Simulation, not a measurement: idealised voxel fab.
The document below concerns the process module designated voxel transistor to metal.
The width of the displayed cross-section, cut, is 145 nm; its cells are square, with a size of 5 nm.
Square cells in a grid make up a cross-section in this document, and the grid is given as bands, listed from the top down, each one or more rows of cells. Band: top and bottom heights (nm) first, top before bottom; then materials from left to right, widths in nm. "full width" marks a sole material filling the band edge to edge. "air" denotes empty space. Convention: height 0 is the level below which the wafer, as received, is all one material. The lowest band does not terminate at the bottom but continues downward, represented as "from 0 down". Width spec "30 to 40" -> top row of cells at first value, bottom row at second value, equal per-row change in between. No cell of the cross-section changed in a step that is given as "nothing different". In the "Voids, sealed" entry, you get each enclosed empty space of 8 cells or more, one with no open way to the top, written width x height at distance, distance from the left edge, in nm. On a step's line, text after the settings is the simulator commenting on that step. "overlay nm" denotes, for a step that has a mask, the displacement of the mask to the right of its planned place, with negative values corresponding to the left.
### Set out below are the planned steps of the process
1,RECEIVE (material Si)
2,CONFORMAL_DEP (material SiO2; thk nm 5)
3,CONFORMAL_DEP (material SiN; thk nm 15)
4,MASKED_ETCH (tone cover; mask id ACTIVE; width nm 105; etch materials SiN; depth nm 15; overlay nm 0)
5,MASKED_ETCH (tone cover; mask id ACTIVE; width nm 105; etch materials SiO2; depth nm 5; overlay nm 0)
6,MASKED_ETCH (tone cover; mask id ACTIVE; width nm 105; etch materials Si; depth nm 30; overlay nm 0)
7,FILL_DEP (material SiO2; thk nm 15)
8,CMP (height nm 20)
9,SELECTIVE_ETCH (etch materials SiO2; depth nm 10)
10,STRIP (etch materials SiN)
11,SELECTIVE_ETCH (etch materials SiO2; depth nm 5)
12,OXIDIZE (depth nm 5)
13,DIRECTIONAL_DEP (material polySi; thk nm 20)
14,DIRECTIONAL_DEP (material SiCN; thk nm 10)
15,MASKED_ETCH (tone cover; mask id GATE; width nm 15; etch materials SiCN; depth nm 20; overlay nm 0)
16,MASKED_ETCH (tone cover; mask id GATE; width nm 15; etch materials polySi; depth nm 30; overlay nm 0)
17,CONFORMAL_DEP (material SiO2; thk nm 5)
18,DIRECTIONAL_ETCH (etch materials SiO2; depth nm 5)
19,CONFORMAL_DEP (material SiN; thk nm 5)
20,DIRECTIONAL_ETCH (etch materials SiN; depth nm 5)
21,DIRECTIONAL_ETCH (etch materials SiO2; depth nm 5)
22,DIRECTIONAL_ETCH (etch materials Si; depth nm 10)
23,EPI (material SiGe; thk nm 15)
24,FILL_DEP (material SiO2; thk nm 10)
25,CMP (height nm 30)
26,DIRECTIONAL_DEP (material SiO2; thk nm 15)
27,MASKED_ETCH (tone open; mask id CONTACT; width nm 30; pitch nm 55; etch materials SiO2; depth nm 35; overlay nm 0)
28,CONFORMAL_DEP (material TiN; thk nm 5)
29,FILL_DEP (material W; thk nm 5)
30,CMP (height nm 45)
31,CONFORMAL_DEP (material SiN; thk nm 5)
32,DIRECTIONAL_DEP (material SiO2; thk nm 20)
33,DIRECTIONAL_DEP (material aC; thk nm 10)
34,PATTERN (tone open; mask id METAL_1; material resist; width nm 15; pitch nm 70; thk nm 30; overlay nm 0)
35,DIRECTIONAL_ETCH (etch materials aC; depth nm 10)
36,STRIP (etch materials resist)
37,DIRECTIONAL_ETCH (etch materials SiO2; depth nm 20)
38,DIRECTIONAL_ETCH (etch materials SiN; depth nm 5)
39,STRIP (etch materials aC)
40,CONFORMAL_DEP (material TiN; thk nm 5)
41,FILL_DEP (material W; thk nm 10)
42,CMP (height nm 70)
43,CONFORMAL_DEP (material SiCN; thk nm 5)
44,DIRECTIONAL_DEP (material lowk; thk nm 35)
45,MASKED_ETCH (tone open; mask id METAL_2; width nm 15; pitch nm 70; etch materials lowk; depth nm 20; overlay nm 0)
46,DIRECTIONAL_DEP (material aC; thk nm 15)
47,PATTERN (tone open; mask id METAL_2_HOLES; material resist; width nm 15; pitch nm 70; thk nm 30; overlay nm 0)
48,DIRECTIONAL_ETCH (etch materials aC; depth nm 15)
49,STRIP (etch materials resist)
50,DIRECTIONAL_ETCH (etch materials lowk; depth nm 15)
51,DIRECTIONAL_ETCH (etch materials SiCN; depth nm 5)
52,STRIP (etch materials aC)
53,CONFORMAL_DEP (material TiN; thk nm 5)
54,FILL_DEP (material Ru; thk nm 10)
55,CMP (height nm 110)
56,CONFORMAL_DEP (material SiN; thk nm 5)
### Received-state cross-section, reflecting completion of step 1
- from 0 down: Si full width
- Voids, sealed: none
### Look at the cross-section after the module: the wafer started out the way shown above and the plan was the one shown above, yet one mistake was made along the way
- from 115 to 110: SiN full width
- from 110 to 105: SiCN=30, TiN=15, SiCN=55, TiN=15, SiCN=30
- from 105 to 70: lowk full width
- from 70 to 50: SiO2=30, TiN=5, W=5, TiN=5, SiO2=55, TiN=5, W=5, TiN=5, SiO2=30
- from 50 to 45: SiN=30, TiN=15, SiN=55, TiN=15, SiN=30
- from 45 to 35: SiO2=30, TiN=5, W=20, TiN=5, SiO2=25, TiN=5, W=20, TiN=5, SiO2=30
- from 35 to 30: SiO2=30, TiN=5, W=15, TiN=10, SiO2=25, TiN=10, W=15, TiN=5, SiO2=30
- from 30 to 20: SiO2=30, TiN=5, W=15, TiN=5, SiN=5, SiO2=5, SiCN=15, SiO2=5, SiN=5, TiN=5, W=15, TiN=5, SiO2=30
- from 20 to 15: SiO2=30, TiN=5, W=15, TiN=5, SiN=5, SiO2=5, polySi=15, SiO2=5, SiN=5, TiN=5, W=15, TiN=5, SiO2=30
- from 15 to 10: SiO2=30, TiN=25, SiN=5, SiO2=5, polySi=15, SiO2=5, SiN=5, TiN=25, SiO2=30
- from 10 to 5: SiO2=20, SiGe=35, SiN=5, SiO2=5, polySi=15, SiO2=5, SiN=5, SiGe=35, SiO2=20
- from 5 to 0: SiO2=20, SiN=5, SiGe=30, SiN=5, SiO2=5, polySi=15, SiO2=5, SiN=5, SiGe=30, SiN=5, SiO2=20
- from 0 to -5: SiO2=25, SiGe=30, SiO2=35, SiGe=30, SiO2=25
- from -5 to -15: SiO2=20, Si=5, SiGe=30, Si=35, SiGe=30, Si=5, SiO2=20
- from -15 to -30: SiO2=20, Si=105, SiO2=20
- from -30 down: Si full width
- Voids, sealed: none
Plan not followed: deviation from plan: step 44 and step 43 executed in one another's positions
